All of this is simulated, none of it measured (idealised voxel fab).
The following process module bears the name voxel quadruple lines.
The width of the displayed cross-section, cut, is 180 nm; its cells are square, with a size of 5 nm.
We lay out every cross-section as a grid of square cells and spell it out in bands from the top down, where one band means one or more rows of cells. Within each band entry, the heights of the top and of the bottom of the band appear first, in that order and in nm; the materials of the band then follow from left to right, each with its corresponding width in nm. The designation "all across" on a single material indicates that it fills the band from edge to edge; the designation "air" indicates empty space. Zero point of the height axis is 0; under it, received wafer = one material. Lowest band: continues down indefinitely, "top 0, no bottom". A width given as "30..40" starts at the first number in the band's top row and ends at the second number in its bottom row, shifting by an equal amount at every step from row to row. It should be understood that the words "stayed the same", when stated for a given step, signify that the cross-section underwent no change in any of its cells during that step. Reported under the label "Sealed voids" are the empty spaces having no open way to the top and comprising 8 cells or more; the notation for each is width x height at distance, in which the distance is measured from the left edge and all three values are in nm. The remark found on a step's line after its settings is issued by the simulator itself and pertains to that step. If you see "overlay nm" on a step's line and that step has a mask, it's telling you how far right of where it was planned the mask ended up; a negative number means it went left instead.

Planned process steps:
1. RECEIVE, material Si
2. CONFORMAL_DEP, material Al2O3, thk nm 5
3. DIRECTIONAL_DEP, material TiN, thk nm 10
4. DIRECTIONAL_DEP, material polySi, thk nm 15
5. DIRECTIONAL_DEP, material aC, thk nm 25
6. PATTERN, tone cover, mask id MANDREL, material resist, width nm 25, thk nm 35, overlay nm -15
7. DIRECTIONAL_ETCH, etch materials aC, depth nm 25
8. STRIP, etch materials resist
9. CONFORMAL_DEP, material SiO2, thk nm 15
10. DIRECTIONAL_ETCH, etch materials SiO2, depth nm 15
11. STRIP, etch materials aC
12. DIRECTIONAL_ETCH, etch materials polySi, depth nm 15
13. STRIP, etch materials SiO2
14. CONFORMAL_DEP, material SiCN, thk nm 5
15. DIRECTIONAL_ETCH, etch materials SiCN, depth nm 5
16. STRIP, etch materials polySi
17. DIRECTIONAL_ETCH, etch materials TiN, depth nm 10
18. STRIP, etch materials SiCN
Don't read the plan's overlay nm for step 6 as applying to every wafer: that's the first wafer's value, and the wafers differ in it, though they all start identical.

Incoming state of the first of several wafers in cross-section: after step 1:
	top 0, no bottom  Si all across
	Sealed voids: none

Heads up, this table goes wafer by wafer. A row tells you, at the end of the module, how many cells of each material that wafer has put on (+) or dropped (-) since it was received, and then its closed voids:
overlay nm -15 | +36 Al2O3 | +8 TiN | Sealed voids: none
overlay nm -10 | +36 Al2O3 | +8 TiN | Sealed voids: none
overlay nm -5 | +36 Al2O3 | +8 TiN | Sealed voids: none
overlay nm 0 | +36 Al2O3 | +8 TiN | Sealed voids: none
overlay nm 5 | +36 Al2O3 | +8 TiN | Sealed voids: none
overlay nm 10 | +36 Al2O3 | +8 TiN | Sealed voids: none
overlay nm 15 | +36 Al2O3 | +8 TiN | Sealed voids: none
